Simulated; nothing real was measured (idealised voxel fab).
process module | voxel gate over fins
cross-section cut | 205 nm wide | cells 5 nm
A cross-section is a grid of square cells, given in bands from the top down. A band is one or more rows of cells.
Each band's line starts with the height of the band's top and of its bottom, in nm. Then come its materials from left to right, each with its width in nm. One material with "throughout" fills the band from edge to edge. "air" is empty space.
Height 0 is the level under which the wafer as received is all one material. The lowest band goes on downwards, as in "0 down".
A width such as "30 to 40" changes by the same amount from each row of cells to the next, from the band's top row to its bottom row.
"no change" after a step means that no cell of the cross-section changed.
closed voids: empty space of 8 cells or more with no open way to the top, each as width x height at its distance from the left edge, in nm
after a step's settings: what the simulator itself notes on the step
overlay nm, on a step with a mask: how far to the right of its planned place the mask lay; to the left if negative
plan
1 op RECEIVE | material Si
2 op CONFORMAL_DEP | material SiN | thk nm 5
3 op DIRECTIONAL_DEP | material aC | thk nm 15
4 op PATTERN | tone cover | mask id FINS | material resist | width nm 15 | pitch nm 45 | thk nm 30 | overlay nm 0
5 op DIRECTIONAL_ETCH | etch materials aC | depth nm 15
6 op STRIP | etch materials resist
7 op DIRECTIONAL_ETCH | etch materials SiN | depth nm 5
8 op DIRECTIONAL_ETCH | etch materials Si | depth nm 40
9 op STRIP | etch materials aC
10 op FILL_DEP | material SiO2 | thk nm 5
11 op CMP | height nm 5
12 op SELECTIVE_ETCH | etch materials SiO2 | depth nm 20
13 op STRIP | etch materials SiN
14 op CONFORMAL_DEP | material HfO2 | thk nm 5
15 op CONFORMAL_DEP | material TiN | thk nm 5
16 op FILL_DEP | material W | thk nm 15
17 op CMP | height nm 20
18 op CONFORMAL_DEP | material SiCN | thk nm 10
as received, after step 1
  0 down: Si throughout
  closed voids: none
a wafer at the end: this start, this plan, one mistake
  20 to 10: SiCN throughout
  10 to 5: W 15 | TiN 35 | W 10 | TiN 35 | W 10 | TiN 35 | W 10 | TiN 35 | W 20
  5 to 0: W 15 | TiN 5 | HfO2 25 | TiN 5 | W 10 | TiN 5 | HfO2 25 | TiN 5 | W 10 | TiN 5 | HfO2 25 | TiN 5 | W 10 | TiN 5 | HfO2 25 | TiN 5 | W 20
  0 to -5: W 15 | TiN 5 | HfO2 5 | Si 15 | HfO2 5 | TiN 5 | W 10 | TiN 5 | HfO2 5 | Si 15 | HfO2 5 | TiN 5 | W 10 | TiN 5 | HfO2 5 | Si 15 | HfO2 5 | TiN 5 | W 10 | TiN 5 | HfO2 5 | Si 15 | HfO2 5 | TiN 5 | W 20
  -5 to -10: TiN 20 | HfO2 5 | Si 15 | HfO2 5 | TiN 20 | HfO2 5 | Si 15 | HfO2 5 | TiN 20 | HfO2 5 | Si 15 | HfO2 5 | TiN 20 | HfO2 5 | Si 15 | HfO2 5 | TiN 25
  -10 to -15: HfO2 25 | Si 15 | HfO2 30 | Si 15 | HfO2 30 | Si 15 | HfO2 30 | Si 15 | HfO2 30
  -15 to -40: SiO2 25 | Si 15 | SiO2 30 | Si 15 | SiO2 30 | Si 15 | SiO2 30 | Si 15 | SiO2 30
  -40 down: Si throughout
  closed voids: none
what went wrong: step 17 ran as: op CMP | height nm 10
